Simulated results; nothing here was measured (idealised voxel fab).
A process module follows: voxel transistor to metal.
Section shown: cut. Width: 200 nm. Cell size: 5 nm, square.
Cross-section = grid of square cells, listed top down in bands; band = one or more rows.
Band entry format. Leading values: height of top, height of bottom, nm. Remainder: materials in left-to-right order, each with its width in nm. Special words: "all across" on a single material, which then fills the band edge to edge; "air", empty space.
Heights are measured from 0, the level below which the as-received wafer is all one material; the lowest band has no bottom and continues downward, written as in "top 0, no bottom".
Top row gets the first number, bottom row gets the second, and each row in between changes by the same step: that is how a band width like "30..40" works.
Step marked "identical to before"? Then no cell in the cross-section changed in it.
Voids not open to the top, 8 cells minimum: see "Closed cavities". Written width x height at distance; distance is from the left edge; nm.
Post-settings text on a step line: simulator's own remark regarding the step.
The "overlay nm" setting may appear on a step's line; for a step that uses a mask, it gives how far to the right of its planned position the mask lay, and a negative value indicates the left.

### The process steps that were planned are listed below
- 1: op RECEIVE | material Si
- 2: op CONFORMAL_DEP | material SiO2 | thk nm 5
- 3: op CONFORMAL_DEP | material SiN | thk nm 15
- 4: op DIRECTIONAL_DEP | material aC | thk nm 10
- 5: op PATTERN | tone cover | mask id ACTIVE | material resist | width nm 110 | thk nm 30 | overlay nm 0
- 6: op DIRECTIONAL_ETCH | etch materials aC | depth nm 10
- 7: op STRIP | etch materials resist
- 8: op DIRECTIONAL_ETCH | etch materials SiN | depth nm 15
- 9: op DIRECTIONAL_ETCH | etch materials SiO2 | depth nm 5
- 10: op DIRECTIONAL_ETCH | etch materials Si | depth nm 30
- 11: op STRIP | etch materials aC
- 12: op OXIDIZE | depth nm 5
- 13: op FILL_DEP | material SiO2 | thk nm 15
- 14: op CMP | height nm 20
- 15: op SELECTIVE_ETCH | etch materials SiO2 | depth nm 10
- 16: op STRIP | etch materials SiN
- 17: op SELECTIVE_ETCH | etch materials SiO2 | depth nm 5
- 18: op OXIDIZE | depth nm 5
- 19: op DIRECTIONAL_DEP | material polySi | thk nm 25
- 20: op DIRECTIONAL_DEP | material SiCN | thk nm 10
- 21: op MASKED_ETCH | tone cover | mask id GATE | width nm 20 | etch materials SiCN | depth nm 20 | overlay nm 0
- 22: op MASKED_ETCH | tone cover | mask id GATE | width nm 20 | etch materials polySi | depth nm 35 | overlay nm 0
- 23: op CONFORMAL_DEP | material SiO2 | thk nm 5
- 24: op DIRECTIONAL_ETCH | etch materials SiO2 | depth nm 5
- 25: op CONFORMAL_DEP | material SiN | thk nm 5
- 26: op DIRECTIONAL_ETCH | etch materials SiN | depth nm 5
- 27: op DIRECTIONAL_ETCH | etch materials SiO2 | depth nm 5
- 28: op DIRECTIONAL_ETCH | etch materials Si | depth nm 15
- 29: op EPI | material nSi | thk nm 15
- 30: op FILL_DEP | material SiO2 | thk nm 10
- 31: op CMP | height nm 35
- 32: op DIRECTIONAL_DEP | material SiO2 | thk nm 10
- 33: op DIRECTIONAL_DEP | material aC | thk nm 15
- 34: op PATTERN | tone open | mask id CONTACT | material resist | width nm 15 | pitch nm 75 | thk nm 35 | overlay nm 0
- 35: op DIRECTIONAL_ETCH | etch materials aC | depth nm 15
- 36: op STRIP | etch materials resist
- 37: op DIRECTIONAL_ETCH | etch materials SiO2 | depth nm 50
- 38: op STRIP | etch materials aC
- 39: op CONFORMAL_DEP | material TiN | thk nm 5
- 40: op FILL_DEP | material Ru | thk nm 10
- 41: op CMP | height nm 45
- 42: op DIRECTIONAL_DEP | material TiN | thk nm 5
- 43: op DIRECTIONAL_DEP | material Ru | thk nm 15
- 44: op DIRECTIONAL_DEP | material aC | thk nm 10
- 45: op PATTERN | tone cover | mask id METAL_1 | material resist | width nm 15 | pitch nm 75 | thk nm 30 | overlay nm 0
- 46: op DIRECTIONAL_ETCH | etch materials aC | depth nm 10
- 47: op STRIP | etch materials resist
- 48: op DIRECTIONAL_ETCH | etch materials Ru | depth nm 15
- 49: op DIRECTIONAL_ETCH | etch materials TiN | depth nm 5
- 50: op STRIP | etch materials aC
- 51: op FILL_DEP | material SiO2 | thk nm 10
- 52: op CMP | height nm 65
- 53: op CONFORMAL_DEP | material SiCN | thk nm 5
- 54: op DIRECTIONAL_DEP | material SiO2 | thk nm 30
- 55: op DIRECTIONAL_DEP | material aC | thk nm 15
- 56: op PATTERN | tone open | mask id METAL_2 | material resist | width nm 15 | pitch nm 75 | thk nm 30 | overlay nm 0
- 57: op DIRECTIONAL_ETCH | etch materials aC | depth nm 15
- 58: op STRIP | etch materials resist
- 59: op DIRECTIONAL_ETCH | etch materials SiO2 | depth nm 20
- 60: op STRIP | etch materials aC
- 61: op PATTERN | tone open | mask id METAL_2_HOLES | material resist | width nm 15 | pitch nm 75 | thk nm 20 | overlay nm 0
- 62: op DIRECTIONAL_ETCH | etch materials SiO2 | depth nm 10
- 63: op DIRECTIONAL_ETCH | etch materials SiCN | depth nm 5
- 64: op STRIP | etch materials resist
- 65: op CONFORMAL_DEP | material TiN | thk nm 5
- 66: op FILL_DEP | material Cu | thk nm 5
- 67: op CMP | height nm 100
- 68: op CONFORMAL_DEP | material SiN | thk nm 5

### As-received state of the wafer in cross-section, equivalent to post-step 1
	top 0, no bottom  Si all across
	Closed cavities: none

### Starting wafer: above. Plan: above. Run: one mistake. Cross-section after the module: below
	top 105, bottom 100  SiN all across
	top 100, bottom 70  SiO2: 55 / TiN: 5 / Cu: 5 / TiN: 5 / SiO2: 60 / TiN: 5 / Cu: 5 / TiN: 5 / SiO2: 55
	top 70, bottom 65  SiCN: 55 / TiN: 15 / SiCN: 60 / TiN: 15 / SiCN: 55
	top 65, bottom 50  SiO2: 55 / Ru: 15 / SiO2: 60 / Ru: 15 / SiO2: 55
	top 50, bottom 45  SiO2: 55 / TiN: 15 / SiO2: 60 / TiN: 15 / SiO2: 55
	top 45, bottom 35  SiO2: 55 / TiN: 5 / Ru: 5 / TiN: 5 / SiO2: 60 / TiN: 5 / Ru: 5 / TiN: 5 / SiO2: 55
	top 35, bottom 25  SiO2: 55 / TiN: 5 / Ru: 5 / TiN: 5 / SiO2: 10 / SiN: 5 / SiO2: 5 / SiCN: 20 / SiO2: 5 / SiN: 5 / SiO2: 10 / TiN: 5 / Ru: 5 / TiN: 5 / SiO2: 55
	top 25, bottom 15  SiO2: 55 / TiN: 5 / Ru: 5 / TiN: 5 / SiO2: 10 / SiN: 5 / SiO2: 5 / polySi: 20 / SiO2: 5 / SiN: 5 / SiO2: 10 / TiN: 5 / Ru: 5 / TiN: 5 / SiO2: 55
	top 15, bottom 10  SiO2: 55 / TiN: 15 / SiO2: 10 / SiN: 5 / SiO2: 5 / polySi: 20 / SiO2: 5 / SiN: 5 / SiO2: 10 / TiN: 15 / SiO2: 55
	top 10, bottom 5  SiO2: 55 / TiN: 10 / nSi: 15 / SiN: 5 / SiO2: 5 / polySi: 20 / SiO2: 5 / SiN: 5 / nSi: 15 / TiN: 10 / SiO2: 55
	top 5, bottom 0  SiO2: 45 / SiN: 5 / SiO2: 5 / TiN: 10 / nSi: 15 / SiN: 5 / SiO2: 5 / polySi: 20 / SiO2: 5 / SiN: 5 / nSi: 15 / TiN: 10 / SiO2: 5 / SiN: 5 / SiO2: 45
	top 0, bottom -5  SiO2: 50 / nSi: 30 / SiO2: 40 / nSi: 30 / SiO2: 50
	top -5, bottom -15  SiO2: 50 / nSi: 30 / Si: 40 / nSi: 30 / SiO2: 50
	top -15, bottom -35  SiO2: 50 / Si: 100 / SiO2: 50
	top -35, no bottom  Si all across
	Closed cavities: none
Diagnosis: in deviation from the planned setting, step 28 was conducted as op DIRECTIONAL_ETCH | etch materials Si | depth nm 10
